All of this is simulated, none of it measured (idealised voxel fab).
Process module name: voxel transistor to metal
For reference, the cross-section in this document is cut, with width 165 nm and square cells of 5 nm.
Cross-section spec: square-cell grid; bands listed top down; each band is one or more rows. First you get the band's top height and its bottom height, in nm, and then the materials it's made of, left to right, with each width in nm. If you see a single material with "full width", that one covers the band edge to edge. "air" is empty space. For the purposes of this specification, 0 denotes the height below which the wafer in its as-received condition is composed wholly of one material, and the lowermost band, lacking a lower limit, extends downward without end, as expressed in "0 nm and below". It should be noted that a width expressed as "30->40" varies in equal increments from row to row of cells within the band, taking the value of the first number at the top row and that of the second number at the bottom row. Where the words "no alterations made" appear for a step, the cross-section shows no cell changed by that step; every cell remained as before. The entry "Voids, sealed" lists the empty spaces that cover at least 8 cells and have no open path to the top. Each is written as width x height at distance, where the distance is measured from the left edge and all three values are in nm. Anything after a step's settings on that line? It's the simulator's own note about the step. Among the settings permitted on a step's line is "overlay nm"; applied to a step with a mask, it specifies the extent to which the mask lay to the right of its planned position, whereas a negative figure signifies a position to the left.

Process steps foreseen in the plan
| 1 | op RECEIVE | material Si |
| 2 | op OXIDIZE | depth nm 5 |
| 3 | op CONFORMAL_DEP | material SiN | thk nm 15 |
| 4 | op DIRECTIONAL_DEP | material aC | thk nm 10 |
| 5 | op PATTERN | tone cover | mask id ACTIVE | material resist | width nm 110 | thk nm 25 | overlay nm 0 |
| 6 | op DIRECTIONAL_ETCH | etch materials aC | depth nm 10 |
| 7 | op STRIP | etch materials resist |
| 8 | op DIRECTIONAL_ETCH | etch materials SiN | depth nm 15 |
| 9 | op DIRECTIONAL_ETCH | etch materials SiO2 | depth nm 5 |
| 10 | op DIRECTIONAL_ETCH | etch materials Si | depth nm 25 |
| 11 | op STRIP | etch materials aC |
| 12 | op FILL_DEP | material SiO2 | thk nm 5 |
| 13 | op CMP | height nm 15 |
| 14 | op SELECTIVE_ETCH | etch materials SiO2 | depth nm 10 |
| 15 | op STRIP | etch materials SiN |
| 16 | op SELECTIVE_ETCH | etch materials SiO2 | depth nm 5 |
| 17 | op OXIDIZE | depth nm 5 |
| 18 | op DIRECTIONAL_DEP | material polySi | thk nm 30 |
| 19 | op DIRECTIONAL_DEP | material SiCN | thk nm 15 |
| 20 | op MASKED_ETCH | tone cover | mask id GATE | width nm 20 | etch materials SiCN | depth nm 25 | overlay nm 0 |
| 21 | op MASKED_ETCH | tone cover | mask id GATE | width nm 20 | etch materials polySi | depth nm 40 | overlay nm 0 |
| 22 | op CONFORMAL_DEP | material SiO2 | thk nm 5 |
| 23 | op DIRECTIONAL_ETCH | etch materials SiO2 | depth nm 5 |
| 24 | op CONFORMAL_DEP | material SiN | thk nm 10 |
| 25 | op DIRECTIONAL_ETCH | etch materials SiN | depth nm 10 |
| 26 | op DIRECTIONAL_ETCH | etch materials SiO2 | depth nm 5 |
| 27 | op EPI | material pSi | thk nm 5 |
| 28 | op FILL_DEP | material SiO2 | thk nm 5 |
| 29 | op CMP | height nm 40 |
| 30 | op DIRECTIONAL_DEP | material SiO2 | thk nm 15 |
| 31 | op PATTERN | tone open | mask id CONTACT | material resist | width nm 20 | pitch nm 80 | thk nm 20 | overlay nm 0 |
| 32 | op DIRECTIONAL_ETCH | etch materials SiO2 | depth nm 60 |
| 33 | op STRIP | etch materials resist |
| 34 | op CONFORMAL_DEP | material TiN | thk nm 5 |
| 35 | op FILL_DEP | material Ru | thk nm 5 |
| 36 | op CMP | height nm 55 |
| 37 | op DIRECTIONAL_DEP | material TiN | thk nm 5 |
| 38 | op DIRECTIONAL_DEP | material W | thk nm 15 |
| 39 | op PATTERN | tone cover | mask id METAL_1 | material resist | width nm 20 | pitch nm 80 | thk nm 20 | overlay nm 0 |
| 40 | op DIRECTIONAL_ETCH | etch materials W | depth nm 15 |
| 41 | op DIRECTIONAL_ETCH | etch materials TiN | depth nm 5 |
| 42 | op STRIP | etch materials resist |
| 43 | op FILL_DEP | material SiO2 | thk nm 10 |
| 44 | op CMP | height nm 75 |
| 45 | op CONFORMAL_DEP | material SiCN | thk nm 5 |
| 46 | op DIRECTIONAL_DEP | material lowk | thk nm 30 |
| 47 | op PATTERN | tone open | mask id METAL_2_HOLES | material resist | width nm 15 | pitch nm 80 | thk nm 15 | overlay nm 0 |
| 48 | op DIRECTIONAL_ETCH | etch materials lowk | depth nm 30 |
| 49 | op STRIP | etch materials resist |
| 50 | op DIRECTIONAL_DEP | material aC | thk nm 10 |
| 51 | op PATTERN | tone open | mask id METAL_2 | material resist | width nm 20 | pitch nm 80 | thk nm 30 | overlay nm 0 |
| 52 | op DIRECTIONAL_ETCH | etch materials aC | depth nm 10 |
| 53 | op STRIP | etch materials resist |
| 54 | op DIRECTIONAL_ETCH | etch materials lowk | depth nm 15 |
| 55 | op DIRECTIONAL_ETCH | etch materials SiCN | depth nm 5 |
| 56 | op STRIP | etch materials aC |
| 57 | op CONFORMAL_DEP | material TiN | thk nm 5 |
| 58 | op FILL_DEP | material Cu | thk nm 10 |
| 59 | op CMP | height nm 110 |
| 60 | op CONFORMAL_DEP | material SiN | thk nm 5 |

first wafer, as planned

Here's what the wafer looked like in cross-section when it arrived - that's after step 1
    0 nm and below: Si full width
    Voids, sealed: none

Wafer xsec, post step 2
    0 nm to -5 nm: SiO2 full width
    Under the height -5 nothing was changed.

Wafer xsec, post step 3
    15 nm to 0 nm: SiN full width
    Under the height 0 nothing was changed.

Wafer xsec, post step 4
    25 nm to 15 nm: aC full width
    Under the height 15 nothing was changed.

Wafer xsec, post step 5
    50 nm to 25 nm: air 25 / resist 110 / air 30
    Under the height 25 nothing was changed.

Wafer xsec, post step 6
    40 nm to 25 nm: air 25 / resist 110 / air 30
    25 nm to 15 nm: air 25 / aC 110 / air 30
    Under the height 15 nothing was changed.

Wafer xsec, post step 7
    25 nm to 15 nm: air 25 / aC 110 / air 30
    Under the height 15 nothing was changed.

Wafer xsec, post step 8
    25 nm to 15 nm: air 25 / aC 110 / air 30
    15 nm to 0 nm: air 25 / SiN 110 / air 30
    Under the height 0 nothing was changed.

Wafer xsec, post step 9
    25 nm to 15 nm: air 25 / aC 110 / air 30
    15 nm to 0 nm: air 25 / SiN 110 / air 30
    0 nm to -5 nm: air 25 / SiO2 110 / air 30
    Under the height -5 nothing was changed.

Wafer xsec, post step 10
    25 nm to 15 nm: air 25 / aC 110 / air 30
    15 nm to 0 nm: air 25 / SiN 110 / air 30
    0 nm to -5 nm: air 25 / SiO2 110 / air 30
    -5 nm to -30 nm: air 25 / Si 110 / air 30
    Under the height -30 nothing was changed.

Wafer xsec, post step 11
    15 nm to 0 nm: air 25 / SiN 110 / air 30
    Under the height 0 nothing was changed.

Wafer xsec, post step 12
    20 nm to 15 nm: SiO2 full width
    15 nm to 0 nm: SiO2 25 / SiN 110 / SiO2 30
    0 nm to -5 nm: SiO2 full width
    -5 nm to -30 nm: SiO2 25 / Si 110 / SiO2 30
    Under the height -30 nothing was changed.

Wafer xsec, post step 13
    15 nm to 0 nm: SiO2 25 / SiN 110 / SiO2 30
    Under the height 0 nothing was changed.

Wafer xsec, post step 14
    15 nm to 5 nm: air 25 / SiN 110 / air 30
    Under the height 5 nothing was changed.

Wafer xsec, post step 15
    5 nm to 0 nm: SiO2 25 / air 110 / SiO2 30
    Under the height 0 nothing was changed.

Wafer xsec, post step 16
    0 nm to -5 nm: SiO2 20 / air 120 / SiO2 25
    Under the height -5 nothing was changed.

Wafer xsec, post step 17
    0 nm to -5 nm: SiO2 20 / air 120 / SiO2 25
    -5 nm to -10 nm: SiO2 full width
    Under the height -10 nothing was changed.

Wafer xsec, post step 18
    30 nm to 25 nm: polySi 20 / air 120 / polySi 25
    25 nm to 0 nm: polySi full width
    0 nm to -5 nm: SiO2 20 / polySi 120 / SiO2 25
    Under the height -5 nothing was changed.

Wafer xsec, post step 19
    45 nm to 40 nm: SiCN 20 / air 120 / SiCN 25
    40 nm to 30 nm: SiCN full width
    30 nm to 25 nm: polySi 20 / SiCN 120 / polySi 25
    Under the height 25 nothing was changed.

Wafer xsec, post step 20
    40 nm to 30 nm: air 70 / SiCN 20 / air 75
    30 nm to 25 nm: polySi 20 / air 50 / SiCN 20 / air 50 / polySi 25
    Under the height 25 nothing was changed.

Wafer xsec, post step 21
    40 nm to 25 nm: air 70 / SiCN 20 / air 75
    25 nm to 0 nm: air 70 / polySi 20 / air 75
    0 nm to -5 nm: SiO2 20 / air 50 / polySi 20 / air 50 / SiO2 25
    Under the height -5 nothing was changed.

Wafer xsec, post step 22
    45 nm to 40 nm: air 65 / SiO2 30 / air 70
    40 nm to 25 nm: air 65 / SiO2 5 / SiCN 20 / SiO2 5 / air 70
    25 nm to 5 nm: air 65 / SiO2 5 / polySi 20 / SiO2 5 / air 70
    5 nm to 0 nm: SiO2 25 / air 40 / SiO2 5 / polySi 20 / SiO2 5 / air 40 / SiO2 30
    0 nm to -5 nm: SiO2 70 / polySi 20 / SiO2 75
    Under the height -5 nothing was changed.

Wafer xsec, post step 23
    40 nm to 25 nm: air 65 / SiO2 5 / SiCN 20 / SiO2 5 / air 70
    25 nm to 0 nm: air 65 / SiO2 5 / polySi 20 / SiO2 5 / air 70
    0 nm to -5 nm: SiO2 25 / air 40 / SiO2 5 / polySi 20 / SiO2 5 / air 40 / SiO2 30
    Under the height -5 nothing was changed.

Wafer xsec, post step 24
    50 nm to 40 nm: air 55 / SiN 50 / air 60
    40 nm to 25 nm: air 55 / SiN 10 / SiO2 5 / SiCN 20 / SiO2 5 / SiN 10 / air 60
    25 nm to 10 nm: air 55 / SiN 10 / SiO2 5 / polySi 20 / SiO2 5 / SiN 10 / air 60
    10 nm to 5 nm: SiN 35 / air 20 / SiN 10 / SiO2 5 / polySi 20 / SiO2 5 / SiN 10 / air 20 / SiN 40
    5 nm to 0 nm: SiN 65 / SiO2 5 / polySi 20 / SiO2 5 / SiN 70
    0 nm to -5 nm: SiO2 25 / SiN 40 / SiO2 5 / polySi 20 / SiO2 5 / SiN 40 / SiO2 30
    Under the height -5 nothing was changed.

Wafer xsec, post step 25
    40 nm to 25 nm: air 55 / SiN 10 / SiO2 5 / SiCN 20 / SiO2 5 / SiN 10 / air 60
    25 nm to 0 nm: air 55 / SiN 10 / SiO2 5 / polySi 20 / SiO2 5 / SiN 10 / air 60
    0 nm to -5 nm: SiO2 25 / SiN 10 / air 20 / SiN 10 / SiO2 5 / polySi 20 / SiO2 5 / SiN 10 / air 20 / SiN 10 / SiO2 30
    Under the height -5 nothing was changed.

Wafer xsec, post step 26
    40 nm to 35 nm: air 55 / SiN 10 / air 5 / SiCN 20 / air 5 / SiN 10 / air 60
    35 nm to 25 nm: air 55 / SiN 10 / SiO2 5 / SiCN 20 / SiO2 5 / SiN 10 / air 60
    25 nm to 0 nm: air 55 / SiN 10 / SiO2 5 / polySi 20 / SiO2 5 / SiN 10 / air 60
    0 nm to -5 nm: air 25 / SiN 10 / air 20 / SiN 10 / SiO2 5 / polySi 20 / SiO2 5 / SiN 10 / air 20 / SiN 10 / air 30
    -5 nm to -10 nm: SiO2 35 / air 20 / SiO2 50 / air 20 / SiO2 40
    Under the height -10 nothing was changed.

Wafer xsec, post step 27
    40 nm to 35 nm: air 55 / SiN 10 / air 5 / SiCN 20 / air 5 / SiN 10 / air 60
    35 nm to 25 nm: air 55 / SiN 10 / SiO2 5 / SiCN 20 / SiO2 5 / SiN 10 / air 60
    25 nm to 0 nm: air 55 / SiN 10 / SiO2 5 / polySi 20 / SiO2 5 / SiN 10 / air 60
    0 nm to -5 nm: air 25 / SiN 10 / air 20 / SiN 10 / SiO2 5 / polySi 20 / SiO2 5 / SiN 10 / air 20 / SiN 10 / air 30
    -5 nm to -10 nm: SiO2 35 / pSi 20 / SiO2 50 / pSi 20 / SiO2 40
    Under the height -10 nothing was changed.

Wafer xsec, post step 28
    45 nm to 40 nm: SiO2 full width
    40 nm to 25 nm: SiO2 55 / SiN 10 / SiO2 5 / SiCN 20 / SiO2 5 / SiN 10 / SiO2 60
    25 nm to 0 nm: SiO2 55 / SiN 10 / SiO2 5 / polySi 20 / SiO2 5 / SiN 10 / SiO2 60
    0 nm to -5 nm: SiO2 25 / SiN 10 / SiO2 20 / SiN 10 / SiO2 5 / polySi 20 / SiO2 5 / SiN 10 / SiO2 20 / SiN 10 / SiO2 30
    Under the height -5 nothing was changed.

Wafer xsec, post step 29
    40 nm to 25 nm: SiO2 55 / SiN 10 / SiO2 5 / SiCN 20 / SiO2 5 / SiN 10 / SiO2 60
    Under the height 25 nothing was changed.

Wafer xsec, post step 30
    55 nm to 40 nm: SiO2 full width
    Under the height 40 nothing was changed.

Wafer xsec, post step 31
    75 nm to 55 nm: resist 30 / air 20 / resist 60 / air 20 / resist 35
    Under the height 55 nothing was changed.

Wafer xsec, post step 32
    75 nm to 55 nm: resist 30 / air 20 / resist 60 / air 20 / resist 35
    55 nm to 40 nm: SiO2 30 / air 20 / SiO2 60 / air 20 / SiO2 35
    40 nm to 25 nm: SiO2 30 / air 20 / SiO2 5 / SiN 10 / SiO2 5 / SiCN 20 / SiO2 5 / SiN 10 / SiO2 5 / air 20 / SiO2 35
    25 nm to 0 nm: SiO2 30 / air 20 / SiO2 5 / SiN 10 / SiO2 5 / polySi 20 / SiO2 5 / SiN 10 / SiO2 5 / air 20 / SiO2 35
    0 nm to -5 nm: SiO2 25 / SiN 10 / air 15 / SiO2 5 / SiN 10 / SiO2 5 / polySi 20 / SiO2 5 / SiN 10 / SiO2 5 / air 15 / SiN 10 / SiO2 30
    Under the height -5 nothing was changed.

Wafer xsec, post step 33
    55 nm to 40 nm: SiO2 30 / air 20 / SiO2 60 / air 20 / SiO2 35
    Under the height 40 nothing was changed.

Wafer xsec, post step 34
    60 nm to 55 nm: TiN 35 / air 10 / TiN 70 / air 10 / TiN 40
    55 nm to 40 nm: SiO2 30 / TiN 5 / air 10 / TiN 5 / SiO2 60 / TiN 5 / air 10 / TiN 5 / SiO2 35
    40 nm to 25 nm: SiO2 30 / TiN 5 / air 10 / TiN 5 / SiO2 5 / SiN 10 / SiO2 5 / SiCN 20 / SiO2 5 / SiN 10 / SiO2 5 / TiN 5 / air 10 / TiN 5 / SiO2 35
    25 nm to 5 nm: SiO2 30 / TiN 5 / air 10 / TiN 5 / SiO2 5 / SiN 10 / SiO2 5 / polySi 20 / SiO2 5 / SiN 10 / SiO2 5 / TiN 5 / air 10 / TiN 5 / SiO2 35
    5 nm to 0 nm: SiO2 30 / TiN 10 / air 5 / TiN 5 / SiO2 5 / SiN 10 / SiO2 5 / polySi 20 / SiO2 5 / SiN 10 / SiO2 5 / TiN 5 / air 5 / TiN 10 / SiO2 35
    0 nm to -5 nm: SiO2 25 / SiN 10 / TiN 15 / SiO2 5 / SiN 10 / SiO2 5 / polySi 20 / SiO2 5 / SiN 10 / SiO2 5 / TiN 15 / SiN 10 / SiO2 30
    Under the height -5 nothing was changed.

Wafer xsec, post step 35
    65 nm to 60 nm: Ru full width
    60 nm to 55 nm: TiN 35 / Ru 10 / TiN 70 / Ru 10 / TiN 40
    55 nm to 40 nm: SiO2 30 / TiN 5 / Ru 10 / TiN 5 / SiO2 60 / TiN 5 / Ru 10 / TiN 5 / SiO2 35
    40 nm to 25 nm: SiO2 30 / TiN 5 / Ru 10 / TiN 5 / SiO2 5 / SiN 10 / SiO2 5 / SiCN 20 / SiO2 5 / SiN 10 / SiO2 5 / TiN 5 / Ru 10 / TiN 5 / SiO2 35
    25 nm to 5 nm: SiO2 30 / TiN 5 / Ru 10 / TiN 5 / SiO2 5 / SiN 10 / SiO2 5 / polySi 20 / SiO2 5 / SiN 10 / SiO2 5 / TiN 5 / Ru 10 / TiN 5 / SiO2 35
    5 nm to 0 nm: SiO2 30 / TiN 10 / Ru 5 / TiN 5 / SiO2 5 / SiN 10 / SiO2 5 / polySi 20 / SiO2 5 / SiN 10 / SiO2 5 / TiN 5 / Ru 5 / TiN 10 / SiO2 35
    Under the height 0 nothing was changed.

Wafer xsec, post step 36
    55 nm to 40 nm: SiO2 30 / TiN 5 / Ru 10 / TiN 5 / SiO2 60 / TiN 5 / Ru 10 / TiN 5 / SiO2 35
    Under the height 40 nothing was changed.

Wafer xsec, post step 37
    60 nm to 55 nm: TiN full width
    Under the height 55 nothing was changed.

Wafer xsec, post step 38
    75 nm to 60 nm: W full width
    Under the height 60 nothing was changed.

Wafer xsec, post step 39
    95 nm to 75 nm: air 30 / resist 20 / air 60 / resist 20 / air 35
    Under the height 75 nothing was changed.

Wafer xsec, post step 40
    95 nm to 75 nm: air 30 / resist 20 / air 60 / resist 20 / air 35
    75 nm to 60 nm: air 30 / W 20 / air 60 / W 20 / air 35
    Under the height 60 nothing was changed.

Wafer xsec, post step 41
    95 nm to 75 nm: air 30 / resist 20 / air 60 / resist 20 / air 35
    75 nm to 60 nm: air 30 / W 20 / air 60 / W 20 / air 35
    60 nm to 55 nm: air 30 / TiN 20 / air 60 / TiN 20 / air 35
    Under the height 55 nothing was changed.

Wafer xsec, post step 42
    75 nm to 60 nm: air 30 / W 20 / air 60 / W 20 / air 35
    Under the height 60 nothing was changed.

Wafer xsec, post step 43
    85 nm to 75 nm: SiO2 full width
    75 nm to 60 nm: SiO2 30 / W 20 / SiO2 60 / W 20 / SiO2 35
    60 nm to 55 nm: SiO2 30 / TiN 20 / SiO2 60 / TiN 20 / SiO2 35
    Under the height 55 nothing was changed.

Wafer xsec, post step 44
    75 nm to 60 nm: SiO2 30 / W 20 / SiO2 60 / W 20 / SiO2 35
    Under the height 60 nothing was changed.

Wafer xsec, post step 45
    80 nm to 75 nm: SiCN full width
    Under the height 75 nothing was changed.

Wafer xsec, post step 46
    110 nm to 80 nm: lowk full width
    Under the height 80 nothing was changed.

Wafer xsec, post step 47
    125 nm to 110 nm: resist 30 / air 15 / resist 65 / air 15 / resist 40
    Under the height 110 nothing was changed.

Wafer xsec, post step 48
    125 nm to 110 nm: resist 30 / air 15 / resist 65 / air 15 / resist 40
    110 nm to 80 nm: lowk 30 / air 15 / lowk 65 / air 15 / lowk 40
    Under the height 80 nothing was changed.

Wafer xsec, post step 49
    110 nm to 80 nm: lowk 30 / air 15 / lowk 65 / air 15 / lowk 40
    Under the height 80 nothing was changed.

Wafer xsec, post step 50
    120 nm to 110 nm: aC 30 / air 15 / aC 65 / air 15 / aC 40
    110 nm to 90 nm: lowk 30 / air 15 / lowk 65 / air 15 / lowk 40
    90 nm to 80 nm: lowk 30 / aC 15 / lowk 65 / aC 15 / lowk 40
    Under the height 80 nothing was changed.

Wafer xsec, post step 51
    150 nm to 120 nm: resist 30 / air 20 / resist 60 / air 20 / resist 35
    Under the height 120 nothing was changed.

Wafer xsec, post step 52
    140 nm to 120 nm: resist 30 / air 20 / resist 60 / air 20 / resist 35
    120 nm to 110 nm: aC 30 / air 20 / aC 60 / air 20 / aC 35
    110 nm to 80 nm: lowk 30 / air 15 / lowk 65 / air 15 / lowk 40
    Under the height 80 nothing was changed.

Wafer xsec, post step 53
    120 nm to 110 nm: aC 30 / air 20 / aC 60 / air 20 / aC 35
    Under the height 110 nothing was changed.

Wafer xsec, post step 54
    120 nm to 110 nm: aC 30 / air 20 / aC 60 / air 20 / aC 35
    110 nm to 95 nm: lowk 30 / air 20 / lowk 60 / air 20 / lowk 35
    Under the height 95 nothing was changed.

Wafer xsec, post step 55
    120 nm to 110 nm: aC 30 / air 20 / aC 60 / air 20 / aC 35
    110 nm to 95 nm: lowk 30 / air 20 / lowk 60 / air 20 / lowk 35
    95 nm to 80 nm: lowk 30 / air 15 / lowk 65 / air 15 / lowk 40
    80 nm to 75 nm: SiCN 30 / air 15 / SiCN 65 / air 15 / SiCN 40
    Under the height 75 nothing was changed.

Wafer xsec, post step 56
    110 nm to 95 nm: lowk 30 / air 20 / lowk 60 / air 20 / lowk 35
    Under the height 95 nothing was changed.

Wafer xsec, post step 57
    115 nm to 110 nm: TiN 35 / air 10 / TiN 70 / air 10 / TiN 40
    110 nm to 100 nm: lowk 30 / TiN 5 / air 10 / TiN 5 / lowk 60 / TiN 5 / air 10 / TiN 5 / lowk 35
    100 nm to 95 nm: lowk 30 / TiN 5 / air 5 / TiN 10 / lowk 60 / TiN 5 / air 5 / TiN 10 / lowk 35
    95 nm to 80 nm: lowk 30 / TiN 5 / air 5 / TiN 5 / lowk 65 / TiN 5 / air 5 / TiN 5 / lowk 40
    80 nm to 75 nm: SiCN 30 / TiN 15 / SiCN 65 / TiN 15 / SiCN 40
    Under the height 75 nothing was changed.

Wafer xsec, post step 58
    125 nm to 115 nm: Cu full width
    115 nm to 110 nm: TiN 35 / Cu 10 / TiN 70 / Cu 10 / TiN 40
    110 nm to 100 nm: lowk 30 / TiN 5 / Cu 10 / TiN 5 / lowk 60 / TiN 5 / Cu 10 / TiN 5 / lowk 35
    100 nm to 95 nm: lowk 30 / TiN 5 / Cu 5 / TiN 10 / lowk 60 / TiN 5 / Cu 5 / TiN 10 / lowk 35
    95 nm to 80 nm: lowk 30 / TiN 5 / Cu 5 / TiN 5 / lowk 65 / TiN 5 / Cu 5 / TiN 5 / lowk 40
    Under the height 80 nothing was changed.

Wafer xsec, post step 59
    110 nm to 100 nm: lowk 30 / TiN 5 / Cu 10 / TiN 5 / lowk 60 / TiN 5 / Cu 10 / TiN 5 / lowk 35
    Under the height 100 nothing was changed.

Wafer xsec, post step 60
    115 nm to 110 nm: SiN full width
    Under the height 110 nothing was changed.

Notes, second wafer: start = first wafer's, plan = first wafer's, execution had one mistake; history identical to first through step 44

Second wafer profile in section, at the moment step 45 of the plan was meant to be complete
    105 nm to 75 nm: lowk full width
    Under the height 75 nothing was changed.

Second wafer profile in section, at the moment step 46 of the plan was meant to be complete
    110 nm to 105 nm: SiCN full width
    Under the height 105 nothing was changed.

Second wafer profile in section, at the moment step 47 of the plan was meant to be complete
    125 nm to 110 nm: resist 30 / air 15 / resist 65 / air 15 / resist 40
    Under the height 110 nothing was changed.

Second wafer profile in section, at the moment step 48 of the plan was meant to be complete: no alterations made

Second wafer profile in section, at the moment step 49 of the plan was meant to be complete
    110 nm to 105 nm: SiCN full width
    Under the height 105 nothing was changed.

Second wafer profile in section, at the moment step 50 of the plan was meant to be complete
    120 nm to 110 nm: aC full width
    Under the height 110 nothing was changed.

Second wafer profile in section, at the moment step 51 of the plan was meant to be complete
    150 nm to 120 nm: resist 30 / air 20 / resist 60 / air 20 / resist 35
    Under the height 120 nothing was changed.

Second wafer profile in section, at the moment step 52 of the plan was meant to be complete
    140 nm to 120 nm: resist 30 / air 20 / resist 60 / air 20 / resist 35
    120 nm to 110 nm: aC 30 / air 20 / aC 60 / air 20 / aC 35
    Under the height 110 nothing was changed.

Second wafer profile in section, at the moment step 53 of the plan was meant to be complete
    120 nm to 110 nm: aC 30 / air 20 / aC 60 / air 20 / aC 35
    Under the height 110 nothing was changed.

Second wafer profile in section, at the moment step 54 of the plan was meant to be complete: no alterations made

Second wafer profile in section, at the moment step 55 of the plan was meant to be complete
    120 nm to 110 nm: aC 30 / air 20 / aC 60 / air 20 / aC 35
    110 nm to 105 nm: SiCN 30 / air 20 / SiCN 60 / air 20 / SiCN 35
    Under the height 105 nothing was changed.

Second wafer profile in section, at the moment step 56 of the plan was meant to be complete
    110 nm to 105 nm: SiCN 30 / air 20 / SiCN 60 / air 20 / SiCN 35
    Under the height 105 nothing was changed.

Second wafer profile in section, at the moment step 57 of the plan was meant to be complete
    115 nm to 110 nm: TiN 35 / air 10 / TiN 70 / air 10 / TiN 40
    110 nm to 105 nm: SiCN 30 / TiN 20 / SiCN 60 / TiN 20 / SiCN 35
    Under the height 105 nothing was changed.

Second wafer profile in section, at the moment step 58 of the plan was meant to be complete
    125 nm to 115 nm: Cu full width
    115 nm to 110 nm: TiN 35 / Cu 10 / TiN 70 / Cu 10 / TiN 40
    Under the height 110 nothing was changed.

Second wafer profile in section, at the moment step 59 of the plan was meant to be complete
    110 nm to 105 nm: SiCN 30 / TiN 20 / SiCN 60 / TiN 20 / SiCN 35
    Under the height 105 nothing was changed.

Second wafer profile in section, at the moment step 60 of the plan was meant to be complete
    115 nm to 110 nm: SiN full width
    Under the height 110 nothing was changed.
So what did we get wrong on this run? steps 45 and 46 of the plan were run in the wrong order, each in the other's place
FYI, end of process, the second wafer has more or fewer cells of some materials than the first: -16 Cu, -2 SiCN, -24 TiN, +42 lowk
